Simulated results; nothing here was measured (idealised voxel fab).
The name of this process module is voxel self aligned vias.
Cross-section cut spans 255 nm and uses square cells 5 nm in size.
Cross-section = grid of square cells, listed top down in bands; band = one or more rows.
Band entry format. Leading values: height of top, height of bottom, nm. Remainder: materials in left-to-right order, each with its width in nm. Special words: "throughout" on a single material, which then fills the band edge to edge; "empty", empty space.
Height is counted from the level 0, under which the received wafer is composed throughout of one material. The lowest of the bands is not closed at the bottom but continues downward, in the notation "0 down".
A width given as "30 to 40" starts at the first number in the band's top row and ends at the second number in its bottom row, shifting by an equal amount at every step from row to row.
Step note "changes: none" = no cross-section cell changed.
The label "Sealed internal voids" introduces a list of the empty spaces, 8 cells or larger, that have no open way up to the top; each entry in it reads width x height at distance, where the distance is taken from the left edge and all three are stated in nm.
Whatever follows a step's settings on its line is a remark the simulator itself makes about that step.
Each step line may optionally specify "overlay nm", which for a step with a mask gives the rightward distance between the mask's planned place and where it lay, a negative value indicating the leftward direction.

# The planned process steps are enumerated hereunder
1 RECEIVE: material Si
2 CONFORMAL_DEP: material SiO2, thk nm 10
3 CONFORMAL_DEP: material SiCN, thk nm 5
4 DIRECTIONAL_DEP: material lowk, thk nm 30
5 PATTERN: tone open, mask id LINES, material resist, width nm 25, pitch nm 70, thk nm 15, overlay nm 0
6 DIRECTIONAL_ETCH: etch materials lowk, depth nm 30
7 STRIP: etch materials resist
8 CONFORMAL_DEP: material TiN, thk nm 5
9 FILL_DEP: material Ru, thk nm 5
10 CMP: height nm 45
11 SELECTIVE_ETCH: etch materials W Ru TiN, depth nm 5
12 FILL_DEP: material SiN, thk nm 10
13 CMP: height nm 45
14 DIRECTIONAL_DEP: material lowk, thk nm 15
15 DIRECTIONAL_DEP: material aC, thk nm 10
16 PATTERN: tone open, mask id VIAS, material resist, width nm 45, thk nm 30, overlay nm 0
17 DIRECTIONAL_ETCH: etch materials aC, depth nm 10
18 STRIP: etch materials resist
19 DIRECTIONAL_ETCH: etch materials lowk, depth nm 15
20 DIRECTIONAL_ETCH: etch materials SiN, depth nm 5
21 STRIP: etch materials aC
22 CONFORMAL_DEP: material TiN, thk nm 5
23 FILL_DEP: material Ru, thk nm 5
24 CMP: height nm 60
25 CONFORMAL_DEP: material SiN, thk nm 5

# First of two wafers, processed according to plan

# Wafer as received: cross-section following step 1
	0 down  Si throughout
	Sealed internal voids: none

# So this is the wafer cross-section right after step 2
	10 to 0  SiO2 throughout
	Beneath the level 0, the cross-section is identical to its previous state.

# So this is the wafer cross-section right after step 3
	15 to 10  SiCN throughout
	Beneath the level 10, the cross-section is identical to its previous state.

# So this is the wafer cross-section right after step 4
	45 to 15  lowk throughout
	Beneath the level 15, the cross-section is identical to its previous state.

# So this is the wafer cross-section right after step 5
	60 to 45  resist: 80, empty: 25, resist: 45, empty: 25, resist: 80
	Beneath the level 45, the cross-section is identical to its previous state.

# So this is the wafer cross-section right after step 6
	60 to 45  resist: 80, empty: 25, resist: 45, empty: 25, resist: 80
	45 to 15  lowk: 80, empty: 25, lowk: 45, empty: 25, lowk: 80
	Beneath the level 15, the cross-section is identical to its previous state.

# So this is the wafer cross-section right after step 7
	45 to 15  lowk: 80, empty: 25, lowk: 45, empty: 25, lowk: 80
	Beneath the level 15, the cross-section is identical to its previous state.

# So this is the wafer cross-section right after step 8
	50 to 45  TiN: 85, empty: 15, TiN: 55, empty: 15, TiN: 85
	45 to 20  lowk: 80, TiN: 5, empty: 15, TiN: 5, lowk: 45, TiN: 5, empty: 15, TiN: 5, lowk: 80
	20 to 15  lowk: 80, TiN: 25, lowk: 45, TiN: 25, lowk: 80
	Beneath the level 15, the cross-section is identical to its previous state.

# So this is the wafer cross-section right after step 9
	55 to 50  Ru throughout
	50 to 45  TiN: 85, Ru: 15, TiN: 55, Ru: 15, TiN: 85
	45 to 20  lowk: 80, TiN: 5, Ru: 15, TiN: 5, lowk: 45, TiN: 5, Ru: 15, TiN: 5, lowk: 80
	Beneath the level 20, the cross-section is identical to its previous state.

# So this is the wafer cross-section right after step 10
	45 to 20  lowk: 80, TiN: 5, Ru: 15, TiN: 5, lowk: 45, TiN: 5, Ru: 15, TiN: 5, lowk: 80
	Beneath the level 20, the cross-section is identical to its previous state.

# So this is the wafer cross-section right after step 11
	45 to 40  lowk: 80, empty: 25, lowk: 45, empty: 25, lowk: 80
	Beneath the level 40, the cross-section is identical to its previous state.

# So this is the wafer cross-section right after step 12
	55 to 45  SiN throughout
	45 to 40  lowk: 80, SiN: 25, lowk: 45, SiN: 25, lowk: 80
	Beneath the level 40, the cross-section is identical to its previous state.

# So this is the wafer cross-section right after step 13
	45 to 40  lowk: 80, SiN: 25, lowk: 45, SiN: 25, lowk: 80
	Beneath the level 40, the cross-section is identical to its previous state.

# So this is the wafer cross-section right after step 14
	60 to 45  lowk throughout
	Beneath the level 45, the cross-section is identical to its previous state.

# So this is the wafer cross-section right after step 15
	70 to 60  aC throughout
	Beneath the level 60, the cross-section is identical to its previous state.

# So this is the wafer cross-section right after step 16
	100 to 70  resist: 70, empty: 45, resist: 140
	Beneath the level 70, the cross-section is identical to its previous state.

# So this is the wafer cross-section right after step 17
	90 to 70  resist: 70, empty: 45, resist: 140
	70 to 60  aC: 70, empty: 45, aC: 140
	Beneath the level 60, the cross-section is identical to its previous state.

# So this is the wafer cross-section right after step 18
	70 to 60  aC: 70, empty: 45, aC: 140
	Beneath the level 60, the cross-section is identical to its previous state.

# So this is the wafer cross-section right after step 19
	70 to 60  aC: 70, empty: 45, aC: 140
	60 to 45  lowk: 70, empty: 45, lowk: 140
	Beneath the level 45, the cross-section is identical to its previous state.

# So this is the wafer cross-section right after step 20
	70 to 60  aC: 70, empty: 45, aC: 140
	60 to 45  lowk: 70, empty: 45, lowk: 140
	45 to 40  lowk: 80, empty: 25, lowk: 45, SiN: 25, lowk: 80
	Beneath the level 40, the cross-section is identical to its previous state.

# So this is the wafer cross-section right after step 21
	60 to 45  lowk: 70, empty: 45, lowk: 140
	Beneath the level 45, the cross-section is identical to its previous state.

# So this is the wafer cross-section right after step 22
	65 to 60  TiN: 75, empty: 35, TiN: 145
	60 to 50  lowk: 70, TiN: 5, empty: 35, TiN: 5, lowk: 140
	50 to 45  lowk: 70, TiN: 15, empty: 15, TiN: 15, lowk: 140
	45 to 40  lowk: 80, TiN: 25, lowk: 45, SiN: 25, lowk: 80
	Beneath the level 40, the cross-section is identical to its previous state.

# So this is the wafer cross-section right after step 23
	70 to 65  Ru throughout
	65 to 60  TiN: 75, Ru: 35, TiN: 145
	60 to 50  lowk: 70, TiN: 5, Ru: 35, TiN: 5, lowk: 140
	50 to 45  lowk: 70, TiN: 15, Ru: 15, TiN: 15, lowk: 140
	Beneath the level 45, the cross-section is identical to its previous state.

# So this is the wafer cross-section right after step 24
	60 to 50  lowk: 70, TiN: 5, Ru: 35, TiN: 5, lowk: 140
	Beneath the level 50, the cross-section is identical to its previous state.

# So this is the wafer cross-section right after step 25
	65 to 60  SiN throughout
	Beneath the level 60, the cross-section is identical to its previous state.

# Second wafer: same start and same plan as the first, one execution error; identical to the first through step 2

Second wafer, section view, time point: scheduled end of step 3: changes: none

# Second wafer, section view, time point: scheduled end of step 4
	40 to 10  lowk throughout
	Beneath the level 10, the cross-section is identical to its previous state.

# Second wafer, section view, time point: scheduled end of step 5
	55 to 40  resist: 80, empty: 25, resist: 45, empty: 25, resist: 80
	Beneath the level 40, the cross-section is identical to its previous state.

# Second wafer, section view, time point: scheduled end of step 6
	55 to 40  resist: 80, empty: 25, resist: 45, empty: 25, resist: 80
	40 to 10  lowk: 80, empty: 25, lowk: 45, empty: 25, lowk: 80
	Beneath the level 10, the cross-section is identical to its previous state.

# Second wafer, section view, time point: scheduled end of step 7
	40 to 10  lowk: 80, empty: 25, lowk: 45, empty: 25, lowk: 80
	Beneath the level 10, the cross-section is identical to its previous state.

# Second wafer, section view, time point: scheduled end of step 8
	45 to 40  TiN: 85, empty: 15, TiN: 55, empty: 15, TiN: 85
	40 to 15  lowk: 80, TiN: 5, empty: 15, TiN: 5, lowk: 45, TiN: 5, empty: 15, TiN: 5, lowk: 80
	15 to 10  lowk: 80, TiN: 25, lowk: 45, TiN: 25, lowk: 80
	Beneath the level 10, the cross-section is identical to its previous state.

# Second wafer, section view, time point: scheduled end of step 9
	50 to 45  Ru throughout
	45 to 40  TiN: 85, Ru: 15, TiN: 55, Ru: 15, TiN: 85
	40 to 15  lowk: 80, TiN: 5, Ru: 15, TiN: 5, lowk: 45, TiN: 5, Ru: 15, TiN: 5, lowk: 80
	Beneath the level 15, the cross-section is identical to its previous state.

# Second wafer, section view, time point: scheduled end of step 10
	45 to 40  TiN: 85, Ru: 15, TiN: 55, Ru: 15, TiN: 85
	Beneath the level 40, the cross-section is identical to its previous state.

# Second wafer, section view, time point: scheduled end of step 11
	40 to 15  lowk: 80, TiN: 5, Ru: 15, TiN: 5, lowk: 45, TiN: 5, Ru: 15, TiN: 5, lowk: 80
	Beneath the level 15, the cross-section is identical to its previous state.

# Second wafer, section view, time point: scheduled end of step 12
	50 to 40  SiN throughout
	Beneath the level 40, the cross-section is identical to its previous state.

# Second wafer, section view, time point: scheduled end of step 13
	45 to 40  SiN throughout
	Beneath the level 40, the cross-section is identical to its previous state.

# Second wafer, section view, time point: scheduled end of step 14
	60 to 45  lowk throughout
	Beneath the level 45, the cross-section is identical to its previous state.

# Second wafer, section view, time point: scheduled end of step 15
	70 to 60  aC throughout
	Beneath the level 60, the cross-section is identical to its previous state.

# Second wafer, section view, time point: scheduled end of step 16
	100 to 70  resist: 70, empty: 45, resist: 140
	Beneath the level 70, the cross-section is identical to its previous state.

# Second wafer, section view, time point: scheduled end of step 17
	90 to 70  resist: 70, empty: 45, resist: 140
	70 to 60  aC: 70, empty: 45, aC: 140
	Beneath the level 60, the cross-section is identical to its previous state.

# Second wafer, section view, time point: scheduled end of step 18
	70 to 60  aC: 70, empty: 45, aC: 140
	Beneath the level 60, the cross-section is identical to its previous state.

# Second wafer, section view, time point: scheduled end of step 19
	70 to 60  aC: 70, empty: 45, aC: 140
	60 to 45  lowk: 70, empty: 45, lowk: 140
	Beneath the level 45, the cross-section is identical to its previous state.

# Second wafer, section view, time point: scheduled end of step 20
	70 to 60  aC: 70, empty: 45, aC: 140
	60 to 45  lowk: 70, empty: 45, lowk: 140
	45 to 40  SiN: 70, empty: 45, SiN: 140
	Beneath the level 40, the cross-section is identical to its previous state.

# Second wafer, section view, time point: scheduled end of step 21
	60 to 45  lowk: 70, empty: 45, lowk: 140
	Beneath the level 45, the cross-section is identical to its previous state.

# Second wafer, section view, time point: scheduled end of step 22
	65 to 60  TiN: 75, empty: 35, TiN: 145
	60 to 45  lowk: 70, TiN: 5, empty: 35, TiN: 5, lowk: 140
	45 to 40  SiN: 70, TiN: 45, SiN: 140
	Beneath the level 40, the cross-section is identical to its previous state.

# Second wafer, section view, time point: scheduled end of step 23
	70 to 65  Ru throughout
	65 to 60  TiN: 75, Ru: 35, TiN: 145
	60 to 45  lowk: 70, TiN: 5, Ru: 35, TiN: 5, lowk: 140
	Beneath the level 45, the cross-section is identical to its previous state.

# Second wafer, section view, time point: scheduled end of step 24
	60 to 45  lowk: 70, TiN: 5, Ru: 35, TiN: 5, lowk: 140
	Beneath the level 45, the cross-section is identical to its previous state.

# Second wafer, section view, time point: scheduled end of step 25
	65 to 60  SiN throughout
	Beneath the level 60, the cross-section is identical to its previous state.
Want to know what went wrong? step 3 of the plan got skipped, so it never ran
Count the cells at the end and the second wafer has more or fewer of some materials than the first: Ru +10 | SiCN -51 | SiN +37 | TiN +4
